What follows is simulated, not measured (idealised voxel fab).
The following process module bears the name voxel trench capacitor.
For reference, the cross-section in this document is cut, with width 280 nm and square cells of 5 nm.
How to read a cross-section here: the picture is a grid of square cells, written as bands going from the top down, and any band can span one or more rows of cells.
The entry gives the band's vertical extent as a top height and a bottom height in nm, then its horizontal make-up as materials from left to right, each with a width in nm. "empty" stands for empty space; a single material marked "everywhere" fills the band edge to edge.
Height reference: 0 = level under which incoming wafer is all one material. Lowest band: no bottom, runs on downward, e.g. "z 0 and below".
Width: "30->40" (first number = top row, second number = bottom row, same change from row to row of cells).
It should be understood that the words "nothing was modified", when stated for a given step, signify that the cross-section underwent no change in any of its cells during that step.
Closed-off voids of 8+ cells (no open route to the top) go in "Voids, sealed", written width x height at distance from the left edge, in nm.
Formally, on a step line, whatever follows the settings is a remark that the simulator itself makes on the step.
The setting "overlay nm" may be written on the line of a step. When the step uses a mask, the value reports how far to the right of the planned place the mask lay, and a negative value reports that it lay to the left.

-- Planned process steps
1: op RECEIVE | material Si
2: op CONFORMAL_DEP | material SiN | thk nm 10
3: op MASKED_ETCH | tone open | mask id TRENCH | width nm 25 | pitch nm 55 | etch materials SiN | depth nm 10 | overlay nm 0
4: op MASKED_ETCH | tone open | mask id TRENCH | width nm 25 | pitch nm 55 | etch materials Si | depth nm 30 | overlay nm 0
5: op CONFORMAL_DEP | material SiO2 | thk nm 5
6: op FILL_DEP | material polySi | thk nm 5
7: op CMP | height nm 10

-- Cross-section: wafer on arrival = after step 1
> z 0 and below: Si everywhere
> Voids, sealed: none

-- What the wafer looks like in cross-section after this module, when it starts as shown above and follows the plan above but one mistake is made in running it
> z 10 to 0: 50 SiN / 5 SiO2 / 10 polySi / 5 SiO2 / 35 SiN / 5 SiO2 / 10 polySi / 5 SiO2 / 35 SiN / 5 SiO2 / 10 polySi / 5 SiO2 / 35 SiN / 5 SiO2 / 10 polySi / 5 SiO2 / 45 SiN
> z 0 to -25: 50 Si / 5 SiO2 / 10 polySi / 5 SiO2 / 35 Si / 5 SiO2 / 10 polySi / 5 SiO2 / 35 Si / 5 SiO2 / 10 polySi / 5 SiO2 / 35 Si / 5 SiO2 / 10 polySi / 5 SiO2 / 45 Si
> z -25 to -30: 50 Si / 20 SiO2 / 35 Si / 20 SiO2 / 35 Si / 20 SiO2 / 35 Si / 20 SiO2 / 45 Si
> z -30 and below: Si everywhere
> Voids, sealed: none
Error vs. plan: step 3 did not happen as planned, as run it was op MASKED_ETCH | tone open | mask id TRENCH | width nm 20 | pitch nm 55 | etch materials SiN | depth nm 10 | overlay nm 0
